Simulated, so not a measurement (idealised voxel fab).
process module | voxel double patterning
cross-section cut | 180 nm wide | cells 5 nm
A cross-section is a grid of square cells, given in bands from the top down. A band is one or more rows of cells.
Each band's line starts with the height of the band's top and of its bottom, in nm. Then come its materials from left to right, each with its width in nm. One material with "throughout" fills the band from edge to edge. "air" is empty space.
Height 0 is the level under which the wafer as received is all one material. The lowest band goes on downwards, as in "0 down".
A width such as "30 to 40" changes by the same amount from each row of cells to the next, from the band's top row to its bottom row.
"no change" after a step means that no cell of the cross-section changed.
closed voids: empty space of 8 cells or more with no open way to the top, each as width x height at its distance from the left edge, in nm
after a step's settings: what the simulator itself notes on the step
overlay nm, on a step with a mask: how far to the right of its planned place the mask lay; to the left if negative
plan
1 op RECEIVE | material Si
2 op CONFORMAL_DEP | material SiO2 | thk nm 10
3 op DIRECTIONAL_DEP | material polySi | thk nm 20
4 op DIRECTIONAL_DEP | material SiN | thk nm 5
5 op DIRECTIONAL_DEP | material aC | thk nm 10
6 op PATTERN | tone open | mask id FIRST | material resist | width nm 15 | pitch nm 50 | thk nm 25 | overlay nm 0
7 op DIRECTIONAL_ETCH | etch materials aC | depth nm 10
8 op STRIP | etch materials resist
9 op DIRECTIONAL_ETCH | etch materials SiN | depth nm 5
10 op STRIP | etch materials aC
11 op DIRECTIONAL_DEP | material aC | thk nm 15
12 op PATTERN | tone open | mask id SECOND | material resist | width nm 15 | pitch nm 50 | thk nm 30 | overlay nm 0
13 op DIRECTIONAL_ETCH | etch materials aC | depth nm 15
14 op STRIP | etch materials resist
15 op DIRECTIONAL_ETCH | etch materials SiN | depth nm 5
16 op STRIP | etch materials aC
17 op DIRECTIONAL_ETCH | etch materials polySi | depth nm 20
18 op STRIP | etch materials SiN
as received, after step 1
  0 down: Si throughout
  closed voids: none
first wafer at the end, as planned
  30 to 10: polySi 30 | air 15 | polySi 10 | air 15 | polySi 10 | air 15 | polySi 10 | air 15 | polySi 10 | air 15 | polySi 35
  10 to 0: SiO2 throughout
  0 down: Si throughout
  closed voids: none
second wafer at the end: like start, like plan, one mistake
  30 to 10: air 30 | polySi 15 | air 35 | polySi 15 | air 35 | polySi 15 | air 35
  10 to 0: SiO2 throughout
  0 down: Si throughout
  closed voids: none
what went wrong: step 6 ran as: op PATTERN | tone cover | mask id FIRST | material resist | width nm 15 | pitch nm 50 | thk nm 25 | overlay nm 0
at the end the second wafer has, in cells: 48 fewer of polySi
